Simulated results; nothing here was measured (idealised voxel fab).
Process module, titled voxel gate over fins
Displayed cross-section: cut, width of 285 nm, square cells sized 5 nm.
How to read a cross-section here: the picture is a grid of square cells, written as bands going from the top down, and any band can span one or more rows of cells.
A band entry consists of two parts. The first gives the height of the band's top and the height of its bottom, in nm. The rest lists the band's materials from left to right, each with its width in nm. A single material labelled with the word "all across" fills the band from edge to edge, and the word "blank" marks empty space.
Measure heights from 0. That's the level where, below it, the as-received wafer is all one material. The lowest band is bottomless and extends downward; write it as in "0 down".
Width spec "30 to 40" -> top row of cells at first value, bottom row at second value, equal per-row change in between.
Reading "changes: none" for a step: not a cell of the cross-section changed in it.
The label "Trapped voids" introduces a list of the empty spaces, 8 cells or larger, that have no open way up to the top; each entry in it reads width x height at distance, where the distance is taken from the left edge and all three are stated in nm.
The remark found on a step's line after its settings is issued by the simulator itself and pertains to that step.
On any step carrying a mask, the "overlay nm" setting, if present on the step's line, tells how far right of its planned place the mask lay; negative values point to the left.
-- These are the steps we planned for the process
step 1: RECEIVE: material Si
step 2: CONFORMAL_DEP: material SiN, thk nm 5
step 3: MASKED_ETCH: tone cover, mask id FINS, width nm 15, pitch nm 55, etch materials SiN, depth nm 5, overlay nm 0
step 4: MASKED_ETCH: tone cover, mask id FINS, width nm 15, pitch nm 55, etch materials Si, depth nm 40, overlay nm 0
step 5: OXIDIZE: depth nm 5
step 6: FILL_DEP: material SiO2, thk nm 15
step 7: CMP: height nm 5
step 8: MASKED_ETCH: tone open, mask id RAIL, width nm 15, etch materials SiO2, depth nm 40, overlay nm 0
step 9: CONFORMAL_DEP: material TiN, thk nm 5
step 10: FILL_DEP: material W, thk nm 5
step 11: CMP: height nm 5
step 12: SELECTIVE_ETCH: etch materials W Ru TiN, depth nm 25
step 13: FILL_DEP: material SiO2, thk nm 5
step 14: CMP: height nm 5
step 15: SELECTIVE_ETCH: etch materials SiO2, depth nm 20
step 16: STRIP: etch materials SiN
step 17: CONFORMAL_DEP: material HfO2, thk nm 5
step 18: CONFORMAL_DEP: material TiN, thk nm 5
step 19: FILL_DEP: material W, thk nm 15
step 20: CMP: height nm 20
step 21: CONFORMAL_DEP: material SiCN, thk nm 5
-- Received-state cross-section, reflecting completion of step 1
    0 down  Si all across
    Trapped voids: none
-- What the wafer looks like in cross-section after this module, when it starts as shown above and follows the plan above but one mistake is made in running it
    25 to 20  SiCN all across
    20 to 10  W all across
    10 to 5  W: 45; TiN: 25; W: 30; TiN: 25; W: 30; TiN: 25; W: 30; TiN: 25; W: 50
    5 to 0  W: 45; TiN: 5; HfO2: 15; TiN: 5; W: 30; TiN: 5; HfO2: 15; TiN: 5; W: 30; TiN: 5; HfO2: 15; TiN: 5; W: 30; TiN: 5; HfO2: 15; TiN: 5; W: 50
    0 to -5  W: 45; TiN: 5; HfO2: 5; Si: 5; HfO2: 5; TiN: 5; W: 30; TiN: 5; HfO2: 5; Si: 5; HfO2: 5; TiN: 5; W: 30; TiN: 5; HfO2: 5; Si: 5; HfO2: 5; TiN: 5; W: 30; TiN: 5; HfO2: 5; Si: 5; HfO2: 5; TiN: 5; W: 50
    -5 to -10  TiN: 50; HfO2: 5; Si: 5; HfO2: 5; TiN: 40; HfO2: 5; Si: 5; HfO2: 5; TiN: 40; HfO2: 5; Si: 5; HfO2: 5; TiN: 40; HfO2: 5; Si: 5; HfO2: 5; TiN: 55
    -10 to -15  HfO2: 55; Si: 5; HfO2: 50; Si: 5; HfO2: 50; Si: 5; HfO2: 50; Si: 5; HfO2: 60
    -15 to -20  SiO2: 55; Si: 5; SiO2: 50; Si: 5; SiO2: 50; Si: 5; SiO2: 50; Si: 5; SiO2: 60
    -20 to -30  W: 45; TiN: 5; SiO2: 5; Si: 5; SiO2: 5; TiN: 10; SiO2: 15; TiN: 5; W: 5; TiN: 5; SiO2: 5; Si: 5; SiO2: 5; TiN: 5; W: 30; TiN: 5; SiO2: 5; Si: 5; SiO2: 5; TiN: 5; W: 30; TiN: 5; SiO2: 5; Si: 5; SiO2: 5; TiN: 5; W: 50
    -30 to -35  TiN: 50; SiO2: 5; Si: 5; SiO2: 5; TiN: 10; SiO2: 15; TiN: 15; SiO2: 5; Si: 5; SiO2: 5; TiN: 40; SiO2: 5; Si: 5; SiO2: 5; TiN: 40; SiO2: 5; Si: 5; SiO2: 5; TiN: 55
    -35 to -45  SiO2: 55; Si: 5; SiO2: 50; Si: 5; SiO2: 50; Si: 5; SiO2: 50; Si: 5; SiO2: 60
    -45 down  Si all across
    Trapped voids: none
Want to know what went wrong? step 8 went in with a setting other than planned; the actual run was MASKED_ETCH: tone cover, mask id RAIL, width nm 15, etch materials SiO2, depth nm 40, overlay nm 0
